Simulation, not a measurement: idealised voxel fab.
A process module follows: voxel tone inversion.
The cross-section shown here is cut; it is 280 nm wide and divided into square cells measuring 5 nm on a side.
Just so we're on the same page, the cross-sections are grids of square cells, and they're listed out in bands top to bottom, each band one or more rows deep.
Band: top height; bottom height; in nm. Then, left to right: material with width in nm, for each material. "everywhere": a single material spanning edge to edge. "air": empty space.
For the purposes of this specification, 0 denotes the height below which the wafer in its as-received condition is composed wholly of one material, and the lowermost band, lacking a lower limit, extends downward without end, as expressed in "0 -> down".
The notation "30->40" denotes a width that varies across the rows of cells in the band, beginning at the first number in the top row, finishing at the second number in the bottom row, and changing by an identical amount from each row to the next.
You'll sometimes find "left unchanged" written for a step, and that's the way of saying that nowhere in the cross-section did a cell change during that step.
You'll see "Closed void table" listing empty spaces that have no way open to the top, as long as they're 8 cells or more; the notation is width x height at distance, where the distance is from the left edge, and all of it is in nm.
Post-settings text on a step line: simulator's own remark regarding the step.
overlay nm: mask right of planned place by this much (step with mask). Neg. = left.
Read the rest as pairs. Take the cross-section before one process step, then the cross-section after it, which shows only down to the lowest band that changed. Under the pair, find the step between them and its settings. Bear in mind that pairs may come from different runs of this module on the same starting wafer: link a pair to the pair above it only where its entry headed "Before processing" says to.
-- Before processing
0 -> down | Si everywhere
Closed void table: none
-- Cross-Section Thereafter
10 -> 0 | SiN everywhere
Lower than 0, everything is as it was.
Closed void table: none
What sits between those two cross-sections? op CONFORMAL_DEP | material SiN | thk nm 10
Before processing: Reference is made to the cross-section shown after the step in the pair directly above, which represents the state prior to this step.
-- Cross-Section Thereafter
30 -> 10 | aC everywhere
Lower than 10, everything is as it was.
Closed void table: none
What sits between those two cross-sections? op DIRECTIONAL_DEP | material aC | thk nm 20
Before processing: Reference is made to the cross-section shown after the step in the pair directly above, which represents the state prior to this step.
-- Cross-Section Thereafter
60 -> 30 | air=90 | resist=20 | air=20 | resist=20 | air=20 | resist=20 | air=90
Lower than 30, everything is as it was.
Closed void table: none
What sits between those two cross-sections? op PATTERN | tone cover | mask id POSTS | material resist | width nm 20 | pitch nm 40 | thk nm 30 | overlay nm 0
Before processing: Reference is made to the cross-section shown after the step in the pair directly above, which represents the state prior to this step.
-- Cross-Section Thereafter
40 -> 30 | air=90 | resist=20 | air=20 | resist=20 | air=20 | resist=20 | air=90
30 -> 10 | air=90 | aC=20 | air=20 | aC=20 | air=20 | aC=20 | air=90
Lower than 10, everything is as it was.
Closed void table: none
What sits between those two cross-sections? op DIRECTIONAL_ETCH | etch materials aC | depth nm 20
Before processing: Reference is made to the cross-section shown after the step in the pair directly above, which represents the state prior to this step.
-- Cross-Section Thereafter
30 -> 10 | air=90 | aC=20 | air=20 | aC=20 | air=20 | aC=20 | air=90
Lower than 10, everything is as it was.
Closed void table: none
What sits between those two cross-sections? op STRIP | etch materials resist
Before processing: Reference is made to the cross-section shown after the step in the pair directly above, which represents the state prior to this step.
-- Cross-Section Thereafter
35 -> 30 | lowk everywhere
30 -> 10 | lowk=90 | aC=20 | lowk=20 | aC=20 | lowk=20 | aC=20 | lowk=90
Lower than 10, everything is as it was.
Closed void table: none
What sits between those two cross-sections? op FILL_DEP | material lowk | thk nm 5
Before processing: Reference is made to the cross-section shown after the step in the pair directly above, which represents the state prior to this step.
-- Cross-Section Thereafter
30 -> 10 | lowk=90 | aC=20 | lowk=20 | aC=20 | lowk=20 | aC=20 | lowk=90
Lower than 10, everything is as it was.
Closed void table: none
What sits between those two cross-sections? op CMP | height nm 30
Before processing: Reference is made to the cross-section shown after the step in the pair directly above, which represents the state prior to this step.
-- Cross-Section Thereafter
30 -> 10 | lowk=90 | air=20 | lowk=20 | air=20 | lowk=20 | air=20 | lowk=90
Lower than 10, everything is as it was.
Closed void table: none
What sits between those two cross-sections? op STRIP | etch materials aC
Before processing: Reference is made to the cross-section shown after the step in the pair directly above, which represents the state prior to this step.
-- Cross-Section Thereafter
35 -> 30 | TiN=95 | air=10 | TiN=30 | air=10 | TiN=30 | air=10 | TiN=95
30 -> 15 | lowk=90 | TiN=5 | air=10 | TiN=5 | lowk=20 | TiN=5 | air=10 | TiN=5 | lowk=20 | TiN=5 | air=10 | TiN=5 | lowk=90
15 -> 10 | lowk=90 | TiN=20 | lowk=20 | TiN=20 | lowk=20 | TiN=20 | lowk=90
Lower than 10, everything is as it was.
Closed void table: none
What sits between those two cross-sections? op CONFORMAL_DEP | material TiN | thk nm 5
Before processing: Reference is made to the cross-section shown after the step in the pair directly above, which represents the state prior to this step.
-- Cross-Section Thereafter
40 -> 35 | Ru everywhere
35 -> 30 | TiN=95 | Ru=10 | TiN=30 | Ru=10 | TiN=30 | Ru=10 | TiN=95
30 -> 15 | lowk=90 | TiN=5 | Ru=10 | TiN=5 | lowk=20 | TiN=5 | Ru=10 | TiN=5 | lowk=20 | TiN=5 | Ru=10 | TiN=5 | lowk=90
Lower than 15, everything is as it was.
Closed void table: none
What sits between those two cross-sections? op FILL_DEP | material Ru | thk nm 5
Before processing: Reference is made to the cross-section shown after the step in the pair directly above, which represents the state prior to this step.
-- Cross-Section Thereafter
30 -> 15 | lowk=90 | TiN=5 | Ru=10 | TiN=5 | lowk=20 | TiN=5 | Ru=10 | TiN=5 | lowk=20 | TiN=5 | Ru=10 | TiN=5 | lowk=90
Lower than 15, everything is as it was.
Closed void table: none
What sits between those two cross-sections? op CMP | height nm 30
Before processing: Reference is made to the cross-section shown after the step in the pair directly above, which represents the state prior to this step.
-- Cross-Section Thereafter
35 -> 30 | SiCN everywhere
Lower than 30, everything is as it was.
Closed void table: none
What sits between those two cross-sections? op CONFORMAL_DEP | material SiCN | thk nm 5
-- Before processing
35 -> 30 | lowk everywhere
30 -> 10 | lowk=90 | aC=20 | lowk=20 | aC=20 | lowk=20 | aC=20 | lowk=90
10 -> 0 | SiN everywhere
0 -> down | Si everywhere
Closed void table: none
-- Cross-Section Thereafter
40 -> 30 | lowk everywhere
Lower than 30, everything is as it was.
Closed void table: none
What sits between those two cross-sections? op FILL_DEP | material lowk | thk nm 5
Before processing: Reference is made to the cross-section shown after the step in the pair directly above, which represents the state prior to this step.
-- Cross-Section Thereafter
30 -> 10 | lowk=90 | aC=20 | lowk=20 | aC=20 | lowk=20 | aC=20 | lowk=90
Lower than 10, everything is as it was.
Closed void table: none
What sits between those two cross-sections? op CMP | height nm 30
-- Before processing
0 -> down | Si everywhere
Closed void table: none
-- Cross-Section Thereafter
20 -> 0 | aC everywhere
Lower than 0, everything is as it was.
Closed void table: none
What sits between those two cross-sections? op DIRECTIONAL_DEP | material aC | thk nm 20
Before processing: Reference is made to the cross-section shown after the step in the pair directly above, which represents the state prior to this step.
-- Cross-Section Thereafter
30 -> 20 | SiN everywhere
Lower than 20, everything is as it was.
Closed void table: none
What sits between those two cross-sections? op CONFORMAL_DEP | material SiN | thk nm 10
Before processing: Reference is made to the cross-section shown after the step in the pair directly above, which represents the state prior to this step.
-- Cross-Section Thereafter
60 -> 30 | air=90 | resist=20 | air=20 | resist=20 | air=20 | resist=20 | air=90
Lower than 30, everything is as it was.
Closed void table: none
What sits between those two cross-sections? op PATTERN | tone cover | mask id POSTS | material resist | width nm 20 | pitch nm 40 | thk nm 30 | overlay nm 0
Before processing: Reference is made to the cross-section shown after the step in the pair directly above, which represents the state prior to this step.
-- Cross-Section Thereafter
40 -> 30 | air=90 | resist=20 | air=20 | resist=20 | air=20 | resist=20 | air=90
Lower than 30, everything is as it was.
Closed void table: none
What sits between those two cross-sections? op DIRECTIONAL_ETCH | etch materials aC | depth nm 20
Before processing: Reference is made to the cross-section shown after the step in the pair directly above, which represents the state prior to this step.
-- Cross-Section Thereafter
30 -> 20 | SiN everywhere
Lower than 20, everything is as it was.
Closed void table: none
What sits between those two cross-sections? op STRIP | etch materials resist
Before processing: Reference is made to the cross-section shown after the step in the pair directly above, which represents the state prior to this step.
-- Cross-Section Thereafter
35 -> 30 | lowk everywhere
Lower than 30, everything is as it was.
Closed void table: none
What sits between those two cross-sections? op FILL_DEP | material lowk | thk nm 5
Before processing: Reference is made to the cross-section shown after the step in the pair directly above, which represents the state prior to this step.
-- Cross-Section Thereafter
30 -> 20 | SiN everywhere
Lower than 20, everything is as it was.
Closed void table: none
What sits between those two cross-sections? op CMP | height nm 30
Before processing: Reference is made to the cross-section shown after the step in the pair directly above, which represents the state prior to this step.
-- Cross-Section Thereafter
35 -> 30 | TiN everywhere
Lower than 30, everything is as it was.
Closed void table: none
What sits between those two cross-sections? op CONFORMAL_DEP | material TiN | thk nm 5
Before processing: Reference is made to the cross-section shown after the step in the pair directly above, which represents the state prior to this step.
-- Cross-Section Thereafter
40 -> 35 | Ru everywhere
Lower than 35, everything is as it was.
Closed void table: none
What sits between those two cross-sections? op FILL_DEP | material Ru | thk nm 5
Before processing: Reference is made to the cross-section shown after the step in the pair directly above, which represents the state prior to this step.
-- Cross-Section Thereafter
30 -> 20 | SiN everywhere
Lower than 20, everything is as it was.
Closed void table: none
What sits between those two cross-sections? op CMP | height nm 30
Before processing: Reference is made to the cross-section shown after the step in the pair directly above, which represents the state prior to this step.
-- Cross-Section Thereafter
35 -> 30 | SiCN everywhere
Lower than 30, everything is as it was.
Closed void table: none
What sits between those two cross-sections? op CONFORMAL_DEP | material SiCN | thk nm 5
-- Before processing
10 -> 0 | SiN everywhere
0 -> down | Si everywhere
Closed void table: none
-- Cross-Section Thereafter
25 -> 10 | aC everywhere
Lower than 10, everything is as it was.
Closed void table: none
What sits between those two cross-sections? op DIRECTIONAL_DEP | material aC | thk nm 15
Before processing: Reference is made to the cross-section shown after the step in the pair directly above, which represents the state prior to this step.
-- Cross-Section Thereafter
55 -> 25 | air=90 | resist=20 | air=20 | resist=20 | air=20 | resist=20 | air=90
Lower than 25, everything is as it was.
Closed void table: none
What sits between those two cross-sections? op PATTERN | tone cover | mask id POSTS | material resist | width nm 20 | pitch nm 40 | thk nm 30 | overlay nm 0
Before processing: Reference is made to the cross-section shown after the step in the pair directly above, which represents the state prior to this step.
-- Cross-Section Thereafter
35 -> 25 | air=90 | resist=20 | air=20 | resist=20 | air=20 | resist=20 | air=90
25 -> 10 | air=90 | aC=20 | air=20 | aC=20 | air=20 | aC=20 | air=90
Lower than 10, everything is as it was.
Closed void table: none
What sits between those two cross-sections? op DIRECTIONAL_ETCH | etch materials aC | depth nm 20
Before processing: Reference is made to the cross-section shown after the step in the pair directly above, which represents the state prior to this step.
-- Cross-Section Thereafter
25 -> 10 | air=90 | aC=20 | air=20 | aC=20 | air=20 | aC=20 | air=90
Lower than 10, everything is as it was.
Closed void table: none
What sits between those two cross-sections? op STRIP | etch materials resist
Before processing: Reference is made to the cross-section shown after the step in the pair directly above, which represents the state prior to this step.
-- Cross-Section Thereafter
30 -> 25 | lowk everywhere
25 -> 10 | lowk=90 | aC=20 | lowk=20 | aC=20 | lowk=20 | aC=20 | lowk=90
Lower than 10, everything is as it was.
Closed void table: none
What sits between those two cross-sections? op FILL_DEP | material lowk | thk nm 5
Before processing: Reference is made to the cross-section shown after the step in the pair directly above, which represents the state prior to this step.
-- Cross-Section Thereafter
35 -> 30 | TiN everywhere
Lower than 30, everything is as it was.
Closed void table: none
What sits between those two cross-sections? op CONFORMAL_DEP | material TiN | thk nm 5
Before processing: Reference is made to the cross-section shown after the step in the pair directly above, which represents the state prior to this step.
-- Cross-Section Thereafter
40 -> 35 | Ru everywhere
Lower than 35, everything is as it was.
Closed void table: none
What sits between those two cross-sections? op FILL_DEP | material Ru | thk nm 5
Before processing: Reference is made to the cross-section shown after the step in the pair directly above, which represents the state prior to this step.
-- Cross-Section Thereafter
30 -> 25 | lowk everywhere
Lower than 25, everything is as it was.
Closed void table: none
What sits between those two cross-sections? op CMP | height nm 30
Before processing: Reference is made to the cross-section shown after the step in the pair directly above, which represents the state prior to this step.
-- Cross-Section Thereafter
35 -> 30 | SiCN everywhere
Lower than 30, everything is as it was.
Closed void table: none
What sits between those two cross-sections? op CONFORMAL_DEP | material SiCN | thk nm 5
-- Before processing
30 -> 10 | aC everywhere
10 -> 0 | SiN everywhere
0 -> down | Si everywhere
Closed void table: none
-- Cross-Section Thereafter
60 -> 30 | air=95 | resist=15 | air=25 | resist=15 | air=25 | resist=15 | air=90
Lower than 30, everything is as it was.
Closed void table: none
What sits between those two cross-sections? op PATTERN | tone cover | mask id POSTS | material resist | width nm 15 | pitch nm 40 | thk nm 30 | overlay nm 0
Before processing: Reference is made to the cross-section shown after the step in the pair directly above, which represents the state prior to this step.
-- Cross-Section Thereafter
40 -> 30 | air=95 | resist=15 | air=25 | resist=15 | air=25 | resist=15 | air=90
30 -> 10 | air=95 | aC=15 | air=25 | aC=15 | air=25 | aC=15 | air=90
Lower than 10, everything is as it was.
Closed void table: none
What sits between those two cross-sections? op DIRECTIONAL_ETCH | etch materials aC | depth nm 20
Before processing: Reference is made to the cross-section shown after the step in the pair directly above, which represents the state prior to this step.
-- Cross-Section Thereafter
30 -> 10 | air=95 | aC=15 | air=25 | aC=15 | air=25 | aC=15 | air=90
Lower than 10, everything is as it was.
Closed void table: none
What sits between those two cross-sections? op STRIP | etch materials resist
Before processing: Reference is made to the cross-section shown after the step in the pair directly above, which represents the state prior to this step.
-- Cross-Section Thereafter
35 -> 30 | lowk everywhere
30 -> 10 | lowk=95 | aC=15 | lowk=25 | aC=15 | lowk=25 | aC=15 | lowk=90
Lower than 10, everything is as it was.
Closed void table: none
What sits between those two cross-sections? op FILL_DEP | material lowk | thk nm 5
Before processing: Reference is made to the cross-section shown after the step in the pair directly above, which represents the state prior to this step.
-- Cross-Section Thereafter
30 -> 10 | lowk=95 | aC=15 | lowk=25 | aC=15 | lowk=25 | aC=15 | lowk=90
Lower than 10, everything is as it was.
Closed void table: none
What sits between those two cross-sections? op CMP | height nm 30
Before processing: Reference is made to the cross-section shown after the step in the pair directly above, which represents the state prior to this step.
-- Cross-Section Thereafter
30 -> 10 | lowk=95 | air=15 | lowk=25 | air=15 | lowk=25 | air=15 | lowk=90
Lower than 10, everything is as it was.
Closed void table: none
What sits between those two cross-sections? op STRIP | etch materials aC
Before processing: Reference is made to the cross-section shown after the step in the pair directly above, which represents the state prior to this step.
-- Cross-Section Thereafter
35 -> 30 | TiN=100 | air=5 | TiN=35 | air=5 | TiN=35 | air=5 | TiN=95
30 -> 15 | lowk=95 | TiN=5 | air=5 | TiN=5 | lowk=25 | TiN=5 | air=5 | TiN=5 | lowk=25 | TiN=5 | air=5 | TiN=5 | lowk=90
15 -> 10 | lowk=95 | TiN=15 | lowk=25 | TiN=15 | lowk=25 | TiN=15 | lowk=90
Lower than 10, everything is as it was.
Closed void table: none
What sits between those two cross-sections? op CONFORMAL_DEP | material TiN | thk nm 5
Before processing: Reference is made to the cross-section shown after the step in the pair directly above, which represents the state prior to this step.
-- Cross-Section Thereafter
40 -> 35 | Ru everywhere
35 -> 30 | TiN=100 | Ru=5 | TiN=35 | Ru=5 | TiN=35 | Ru=5 | TiN=95
30 -> 15 | lowk=95 | TiN=5 | Ru=5 | TiN=5 | lowk=25 | TiN=5 | Ru=5 | TiN=5 | lowk=25 | TiN=5 | Ru=5 | TiN=5 | lowk=90
Lower than 15, everything is as it was.
Closed void table: none
What sits between those two cross-sections? op FILL_DEP | material Ru | thk nm 5
Before processing: Reference is made to the cross-section shown after the step in the pair directly above, which represents the state prior to this step.
-- Cross-Section Thereafter
30 -> 15 | lowk=95 | TiN=5 | Ru=5 | TiN=5 | lowk=25 | TiN=5 | Ru=5 | TiN=5 | lowk=25 | TiN=5 | Ru=5 | TiN=5 | lowk=90
Lower than 15, everything is as it was.
Closed void table: none
What sits between those two cross-sections? op CMP | height nm 30
Before processing: Reference is made to the cross-section shown after the step in the pair directly above, which represents the state prior to this step.
-- Cross-Section Thereafter
35 -> 30 | SiCN everywhere
Lower than 30, everything is as it was.
Closed void table: none
What sits between those two cross-sections? op CONFORMAL_DEP | material SiCN | thk nm 5
-- Before processing
30 -> 10 | aC everywhere
10 -> 0 | SiN everywhere
0 -> down | Si everywhere
Closed void table: none
-- Cross-Section Thereafter
60 -> 30 | air=95 | resist=20 | air=20 | resist=20 | air=20 | resist=20 | air=85
Lower than 30, everything is as it was.
Closed void table: none
What sits between those two cross-sections? op PATTERN | tone cover | mask id POSTS | material resist | width nm 20 | pitch nm 40 | thk nm 30 | overlay nm 5
Before processing: Reference is made to the cross-section shown after the step in the pair directly above, which represents the state prior to this step.
-- Cross-Section Thereafter
40 -> 30 | air=95 | resist=20 | air=20 | resist=20 | air=20 | resist=20 | air=85
30 -> 10 | air=95 | aC=20 | air=20 | aC=20 | air=20 | aC=20 | air=85
Lower than 10, everything is as it was.
Closed void table: none
What sits between those two cross-sections? op DIRECTIONAL_ETCH | etch materials aC | depth nm 20
Before processing: Reference is made to the cross-section shown after the step in the pair directly above, which represents the state prior to this step.
-- Cross-Section Thereafter
30 -> 10 | air=95 | aC=20 | air=20 | aC=20 | air=20 | aC=20 | air=85
Lower than 10, everything is as it was.
Closed void table: none
What sits between those two cross-sections? op STRIP | etch materials resist
Before processing: Reference is made to the cross-section shown after the step in the pair directly above, which represents the state prior to this step.
-- Cross-Section Thereafter
35 -> 30 | lowk everywhere
30 -> 10 | lowk=95 | aC=20 | lowk=20 | aC=20 | lowk=20 | aC=20 | lowk=85
Lower than 10, everything is as it was.
Closed void table: none
What sits between those two cross-sections? op FILL_DEP | material lowk | thk nm 5
Before processing: Reference is made to the cross-section shown after the step in the pair directly above, which represents the state prior to this step.
-- Cross-Section Thereafter
30 -> 10 | lowk=95 | aC=20 | lowk=20 | aC=20 | lowk=20 | aC=20 | lowk=85
Lower than 10, everything is as it was.
Closed void table: none
What sits between those two cross-sections? op CMP | height nm 30
Before processing: Reference is made to the cross-section shown after the step in the pair directly above, which represents the state prior to this step.
-- Cross-Section Thereafter
30 -> 10 | lowk=95 | air=20 | lowk=20 | air=20 | lowk=20 | air=20 | lowk=85
Lower than 10, everything is as it was.
Closed void table: none
What sits between those two cross-sections? op STRIP | etch materials aC
Before processing: Reference is made to the cross-section shown after the step in the pair directly above, which represents the state prior to this step.
-- Cross-Section Thereafter
35 -> 30 | TiN=100 | air=10 | TiN=30 | air=10 | TiN=30 | air=10 | TiN=90
30 -> 15 | lowk=95 | TiN=5 | air=10 | TiN=5 | lowk=20 | TiN=5 | air=10 | TiN=5 | lowk=20 | TiN=5 | air=10 | TiN=5 | lowk=85
15 -> 10 | lowk=95 | TiN=20 | lowk=20 | TiN=20 | lowk=20 | TiN=20 | lowk=85
Lower than 10, everything is as it was.
Closed void table: none
What sits between those two cross-sections? op CONFORMAL_DEP | material TiN | thk nm 5
Before processing: Reference is made to the cross-section shown after the step in the pair directly above, which represents the state prior to this step.
-- Cross-Section Thereafter
40 -> 35 | Ru everywhere
35 -> 30 | TiN=100 | Ru=10 | TiN=30 | Ru=10 | TiN=30 | Ru=10 | TiN=90
30 -> 15 | lowk=95 | TiN=5 | Ru=10 | TiN=5 | lowk=20 | TiN=5 | Ru=10 | TiN=5 | lowk=20 | TiN=5 | Ru=10 | TiN=5 | lowk=85
Lower than 15, everything is as it was.
Closed void table: none
What sits between those two cross-sections? op FILL_DEP | material Ru | thk nm 5
Before processing: Reference is made to the cross-section shown after the step in the pair directly above, which represents the state prior to this step.
-- Cross-Section Thereafter
30 -> 15 | lowk=95 | TiN=5 | Ru=10 | TiN=5 | lowk=20 | TiN=5 | Ru=10 | TiN=5 | lowk=20 | TiN=5 | Ru=10 | TiN=5 | lowk=85
Lower than 15, everything is as it was.
Closed void table: none
What sits between those two cross-sections? op CMP | height nm 30
Before processing: Reference is made to the cross-section shown after the step in the pair directly above, which represents the state prior to this step.
-- Cross-Section Thereafter
35 -> 30 | SiCN everywhere
Lower than 30, everything is as it was.
Closed void table: none
What sits between those two cross-sections? op CONFORMAL_DEP | material SiCN | thk nm 5
-- Before processing
10 -> 0 | SiN everywhere
0 -> down | Si everywhere
Closed void table: none
-- Cross-Section Thereafter
30 -> 10 | TiN everywhere
Lower than 10, everything is as it was.
Closed void table: none
What sits between those two cross-sections? op DIRECTIONAL_DEP | material TiN | thk nm 20
Before processing: Reference is made to the cross-section shown after the step in the pair directly above, which represents the state prior to this step.
-- Cross-Section Thereafter
60 -> 30 | air=90 | resist=20 | air=20 | resist=20 | air=20 | resist=20 | air=90
Lower than 30, everything is as it was.
Closed void table: none
What sits between those two cross-sections? op PATTERN | tone cover | mask id POSTS | material resist | width nm 20 | pitch nm 40 | thk nm 30 | overlay nm 0
Before processing: Reference is made to the cross-section shown after the step in the pair directly above, which represents the state prior to this step.
-- Cross-Section Thereafter
40 -> 30 | air=90 | resist=20 | air=20 | resist=20 | air=20 | resist=20 | air=90
Lower than 30, everything is as it was.
Closed void table: none
What sits between those two cross-sections? op DIRECTIONAL_ETCH | etch materials aC | depth nm 20
Before processing: Reference is made to the cross-section shown after the step in the pair directly above, which represents the state prior to this step.
-- Cross-Section Thereafter
30 -> 10 | TiN everywhere
Lower than 10, everything is as it was.
Closed void table: none
What sits between those two cross-sections? op STRIP | etch materials resist
Before processing: Reference is made to the cross-section shown after the step in the pair directly above, which represents the state prior to this step.
-- Cross-Section Thereafter
35 -> 30 | lowk everywhere
Lower than 30, everything is as it was.
Closed void table: none
What sits between those two cross-sections? op FILL_DEP | material lowk | thk nm 5
Before processing: Reference is made to the cross-section shown after the step in the pair directly above, which represents the state prior to this step.
-- Cross-Section Thereafter
30 -> 10 | TiN everywhere
Lower than 10, everything is as it was.
Closed void table: none
What sits between those two cross-sections? op CMP | height nm 30
Before processing: Reference is made to the cross-section shown after the step in the pair directly above, which represents the state prior to this step.
-- Cross-Section Thereafter
35 -> 10 | TiN everywhere
Lower than 10, everything is as it was.
Closed void table: none
What sits between those two cross-sections? op CONFORMAL_DEP | material TiN | thk nm 5
Before processing: Reference is made to the cross-section shown after the step in the pair directly above, which represents the state prior to this step.
-- Cross-Section Thereafter
40 -> 35 | Ru everywhere
Lower than 35, everything is as it was.
Closed void table: none
What sits between those two cross-sections? op FILL_DEP | material Ru | thk nm 5
Before processing: Reference is made to the cross-section shown after the step in the pair directly above, which represents the state prior to this step.
-- Cross-Section Thereafter
30 -> 10 | TiN everywhere
Lower than 10, everything is as it was.
Closed void table: none
What sits between those two cross-sections? op CMP | height nm 30
Before processing: Reference is made to the cross-section shown after the step in the pair directly above, which represents the state prior to this step.
-- Cross-Section Thereafter
35 -> 30 | SiCN everywhere
Lower than 30, everything is as it was.
Closed void table: none
What sits between those two cross-sections? op CONFORMAL_DEP | material SiCN | thk nm 5
-- Before processing
30 -> 10 | aC everywhere
10 -> 0 | SiN everywhere
0 -> down | Si everywhere
Closed void table: none
-- Cross-Section Thereafter
60 -> 30 | resist=90 | air=20 | resist=20 | air=20 | resist=20 | air=20 | resist=90
Lower than 30, everything is as it was.
Closed void table: none
What sits between those two cross-sections? op PATTERN | tone open | mask id POSTS | material resist | width nm 20 | pitch nm 40 | thk nm 30 | overlay nm 0
Before processing: Reference is made to the cross-section shown after the step in the pair directly above, which represents the state prior to this step.
-- Cross-Section Thereafter
40 -> 30 | resist=90 | air=20 | resist=20 | air=20 | resist=20 | air=20 | resist=90
30 -> 10 | aC=90 | air=20 | aC=20 | air=20 | aC=20 | air=20 | aC=90
Lower than 10, everything is as it was.
Closed void table: none
What sits between those two cross-sections? op DIRECTIONAL_ETCH | etch materials aC | depth nm 20
Before processing: Reference is made to the cross-section shown after the step in the pair directly above, which represents the state prior to this step.
-- Cross-Section Thereafter
30 -> 10 | aC=90 | air=20 | aC=20 | air=20 | aC=20 | air=20 | aC=90
Lower than 10, everything is as it was.
Closed void table: none
What sits between those two cross-sections? op STRIP | etch materials resist
Before processing: Reference is made to the cross-section shown after the step in the pair directly above, which represents the state prior to this step.
-- Cross-Section Thereafter
35 -> 30 | lowk everywhere
30 -> 10 | aC=90 | lowk=20 | aC=20 | lowk=20 | aC=20 | lowk=20 | aC=90
Lower than 10, everything is as it was.
Closed void table: none
What sits between those two cross-sections? op FILL_DEP | material lowk | thk nm 5
Before processing: Reference is made to the cross-section shown after the step in the pair directly above, which represents the state prior to this step.
-- Cross-Section Thereafter
30 -> 10 | aC=90 | lowk=20 | aC=20 | lowk=20 | aC=20 | lowk=20 | aC=90
Lower than 10, everything is as it was.
Closed void table: none
What sits between those two cross-sections? op CMP | height nm 30
Before processing: Reference is made to the cross-section shown after the step in the pair directly above, which represents the state prior to this step.
-- Cross-Section Thereafter
30 -> 10 | air=90 | lowk=20 | air=20 | lowk=20 | air=20 | lowk=20 | air=90
Lower than 10, everything is as it was.
Closed void table: none
What sits between those two cross-sections? op STRIP | etch materials aC
Before processing: Reference is made to the cross-section shown after the step in the pair directly above, which represents the state prior to this step.
-- Cross-Section Thereafter
35 -> 30 | air=85 | TiN=30 | air=10 | TiN=30 | air=10 | TiN=30 | air=85
30 -> 15 | air=85 | TiN=5 | lowk=20 | TiN=5 | air=10 | TiN=5 | lowk=20 | TiN=5 | air=10 | TiN=5 | lowk=20 | TiN=5 | air=85
15 -> 10 | TiN=90 | lowk=20 | TiN=20 | lowk=20 | TiN=20 | lowk=20 | TiN=90
Lower than 10, everything is as it was.
Closed void table: none
What sits between those two cross-sections? op CONFORMAL_DEP | material TiN | thk nm 5
Before processing: Reference is made to the cross-section shown after the step in the pair directly above, which represents the state prior to this step.
-- Cross-Section Thereafter
40 -> 35 | Ru everywhere
35 -> 30 | Ru=85 | TiN=30 | Ru=10 | TiN=30 | Ru=10 | TiN=30 | Ru=85
30 -> 15 | Ru=85 | TiN=5 | lowk=20 | TiN=5 | Ru=10 | TiN=5 | lowk=20 | TiN=5 | Ru=10 | TiN=5 | lowk=20 | TiN=5 | Ru=85
Lower than 15, everything is as it was.
Closed void table: none
What sits between those two cross-sections? op FILL_DEP | material Ru | thk nm 5
Before processing: Reference is made to the cross-section shown after the step in the pair directly above, which represents the state prior to this step.
-- Cross-Section Thereafter
30 -> 15 | Ru=85 | TiN=5 | lowk=20 | TiN=5 | Ru=10 | TiN=5 | lowk=20 | TiN=5 | Ru=10 | TiN=5 | lowk=20 | TiN=5 | Ru=85
Lower than 15, everything is as it was.
Closed void table: none
What sits between those two cross-sections? op CMP | height nm 30
Before processing: Reference is made to the cross-section shown after the step in the pair directly above, which represents the state prior to this step.
-- Cross-Section Thereafter
35 -> 30 | SiCN everywhere
Lower than 30, everything is as it was.
Closed void table: none
What sits between those two cross-sections? op CONFORMAL_DEP | material SiCN | thk nm 5
